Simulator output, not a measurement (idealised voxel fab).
Process module in this document: voxel transistor to metal
The figure presents cross-section cut, which has a width of 180 nm and is divided into square cells with an edge length of 5 nm.
Just so we're on the same page, the cross-sections are grids of square cells, and they're listed out in bands top to bottom, each band one or more rows deep.
Within each band entry, the heights of the top and of the bottom of the band appear first, in that order and in nm; the materials of the band then follow from left to right, each with its corresponding width in nm. The designation "edge to edge" on a single material indicates that it fills the band from edge to edge; the designation "empty" indicates empty space.
Heights are expressed relative to 0, this being the level below which the as-received wafer comprises one material exclusively. The lowest band is unbounded in the downward direction and is denoted as in "from 0 down".
Width spec "30 to 40" -> top row of cells at first value, bottom row at second value, equal per-row change in between.
"nothing was modified" -> step changed no cross-section cell.
For the entry "Closed void inventory", the listed items are empty spaces with no open way to the top whose size is 8 cells or more; each item follows the pattern width x height at distance, where distance is from the left edge and all three are in nm.
Anything after a step's settings on that line? It's the simulator's own note about the step.
"overlay nm" answers the question of how far to the right of plan the mask lay on a step that has a mask, and when it is negative the answer is to the left.

## This section lists the process steps that were planned
1,RECEIVE [material Si]
2,OXIDIZE [depth nm 5]
3,CONFORMAL_DEP [material SiN] [thk nm 15]
4,DIRECTIONAL_DEP [material aC] [thk nm 10]
5,PATTERN [tone cover] [mask id ACTIVE] [material resist] [width nm 100] [thk nm 25] [overlay nm 0]
6,DIRECTIONAL_ETCH [etch materials aC] [depth nm 10]
7,STRIP [etch materials resist]
8,DIRECTIONAL_ETCH [etch materials SiN] [depth nm 15]
9,DIRECTIONAL_ETCH [etch materials SiO2] [depth nm 5]
10,DIRECTIONAL_ETCH [etch materials Si] [depth nm 30]
11,STRIP [etch materials aC]
12,FILL_DEP [material SiO2] [thk nm 5]
13,CMP [height nm 15]
14,SELECTIVE_ETCH [etch materials SiO2] [depth nm 15]
15,STRIP [etch materials SiN]
16,SELECTIVE_ETCH [etch materials SiO2] [depth nm 5]
17,OXIDIZE [depth nm 5]
18,DIRECTIONAL_DEP [material polySi] [thk nm 30]
19,DIRECTIONAL_DEP [material SiCN] [thk nm 15]
20,PATTERN [tone cover] [mask id GATE] [material resist] [width nm 20] [thk nm 20] [overlay nm 0]
21,DIRECTIONAL_ETCH [etch materials SiCN] [depth nm 25]
22,DIRECTIONAL_ETCH [etch materials polySi] [depth nm 40]
23,STRIP [etch materials resist]
24,CONFORMAL_DEP [material SiO2] [thk nm 5]
25,DIRECTIONAL_ETCH [etch materials SiO2] [depth nm 5]
26,CONFORMAL_DEP [material SiN] [thk nm 10]
27,DIRECTIONAL_ETCH [etch materials SiN] [depth nm 10]
28,DIRECTIONAL_ETCH [etch materials SiO2] [depth nm 5]
29,EPI [material SiGe] [thk nm 5]
30,FILL_DEP [material SiO2] [thk nm 10]
31,CMP [height nm 40]
32,DIRECTIONAL_DEP [material SiO2] [thk nm 15]
33,MASKED_ETCH [tone open] [mask id CONTACT] [width nm 30] [pitch nm 60] [etch materials SiO2] [depth nm 60] [overlay nm 0]
34,CONFORMAL_DEP [material TiN] [thk nm 5]
35,FILL_DEP [material W] [thk nm 10]
36,CMP [height nm 55]
37,CONFORMAL_DEP [material SiCN] [thk nm 5]
38,DIRECTIONAL_DEP [material lowk] [thk nm 20]
39,MASKED_ETCH [tone open] [mask id METAL_1] [width nm 15] [pitch nm 75] [etch materials lowk] [depth nm 20] [overlay nm 0]
40,MASKED_ETCH [tone open] [mask id METAL_1] [width nm 15] [pitch nm 75] [etch materials SiCN] [depth nm 5] [overlay nm 0]
41,CONFORMAL_DEP [material TiN] [thk nm 5]
42,FILL_DEP [material Cu] [thk nm 5]
43,CMP [height nm 80]
44,EPI [material Ru] [thk nm 5]
45,FILL_DEP [material SiCN] [thk nm 5]
46,DIRECTIONAL_DEP [material lowk] [thk nm 30]
47,MASKED_ETCH [tone open] [mask id METAL_2] [width nm 15] [pitch nm 75] [etch materials lowk] [depth nm 15] [overlay nm 0]
48,PATTERN [tone open] [mask id METAL_2_HOLES] [material resist] [width nm 15] [pitch nm 75] [thk nm 20] [overlay nm 0]
49,DIRECTIONAL_ETCH [etch materials lowk] [depth nm 15]
50,DIRECTIONAL_ETCH [etch materials SiCN] [depth nm 5]
51,STRIP [etch materials resist]
52,CONFORMAL_DEP [material TiN] [thk nm 5]
53,FILL_DEP [material Cu] [thk nm 10]
54,CMP [height nm 120]
55,CONFORMAL_DEP [material SiCN] [thk nm 5]

## Delivered wafer in cross-section: state after step 1
> from 0 down | Si edge to edge
> Closed void inventory: none

## Cross-section, end of module. Start: as above. Plan: as above. Execution: one mistake
> from 125 to 120 | SiCN edge to edge
> from 120 to 90 | 45 nm lowk, then 5 nm TiN, then 5 nm Cu, then 5 nm TiN, then 60 nm lowk, then 5 nm TiN, then 5 nm Cu, then 5 nm TiN, then 45 nm lowk
> from 90 to 85 | 45 nm SiCN, then 15 nm TiN, then 60 nm SiCN, then 15 nm TiN, then 45 nm SiCN
> from 85 to 80 | 40 nm SiCN, then 25 nm Ru, then 50 nm SiCN, then 25 nm Ru, then 40 nm SiCN
> from 80 to 60 | 45 nm lowk, then 5 nm TiN, then 5 nm Cu, then 5 nm TiN, then 60 nm lowk, then 5 nm TiN, then 5 nm Cu, then 5 nm TiN, then 45 nm lowk
> from 60 to 55 | 45 nm SiCN, then 15 nm TiN, then 60 nm SiCN, then 15 nm TiN, then 45 nm SiCN
> from 55 to 45 | 45 nm SiO2, then 5 nm TiN, then 20 nm lowk, then 5 nm TiN, then 30 nm SiO2, then 5 nm TiN, then 20 nm lowk, then 5 nm TiN, then 45 nm SiO2
> from 45 to 40 | 45 nm SiO2, then 5 nm TiN, then 10 nm lowk, then 15 nm TiN, then 30 nm SiO2, then 15 nm TiN, then 10 nm lowk, then 5 nm TiN, then 45 nm SiO2
> from 40 to 25 | 45 nm SiO2, then 5 nm TiN, then 10 nm lowk, then 5 nm TiN, then 10 nm SiN, then 5 nm SiO2, then 20 nm SiCN, then 5 nm SiO2, then 10 nm SiN, then 5 nm TiN, then 10 nm lowk, then 5 nm TiN, then 45 nm SiO2
> from 25 to 0 | 45 nm SiO2, then 5 nm TiN, then 10 nm lowk, then 5 nm TiN, then 10 nm SiN, then 5 nm SiO2, then 20 nm polySi, then 5 nm SiO2, then 10 nm SiN, then 5 nm TiN, then 10 nm lowk, then 5 nm TiN, then 45 nm SiO2
> from 0 to -5 | 45 nm SiO2, then 20 nm TiN, then 10 nm SiN, then 5 nm SiO2, then 20 nm polySi, then 5 nm SiO2, then 10 nm SiN, then 20 nm TiN, then 45 nm SiO2
> from -5 to -10 | 35 nm SiO2, then 30 nm SiGe, then 50 nm SiO2, then 30 nm SiGe, then 35 nm SiO2
> from -10 to -35 | 40 nm SiO2, then 100 nm Si, then 40 nm SiO2
> from -35 down | Si edge to edge
> Closed void inventory: none
Deviation noted in wafer processing: step 35 changed vs plan, executed as FILL_DEP [material lowk] [thk nm 10]
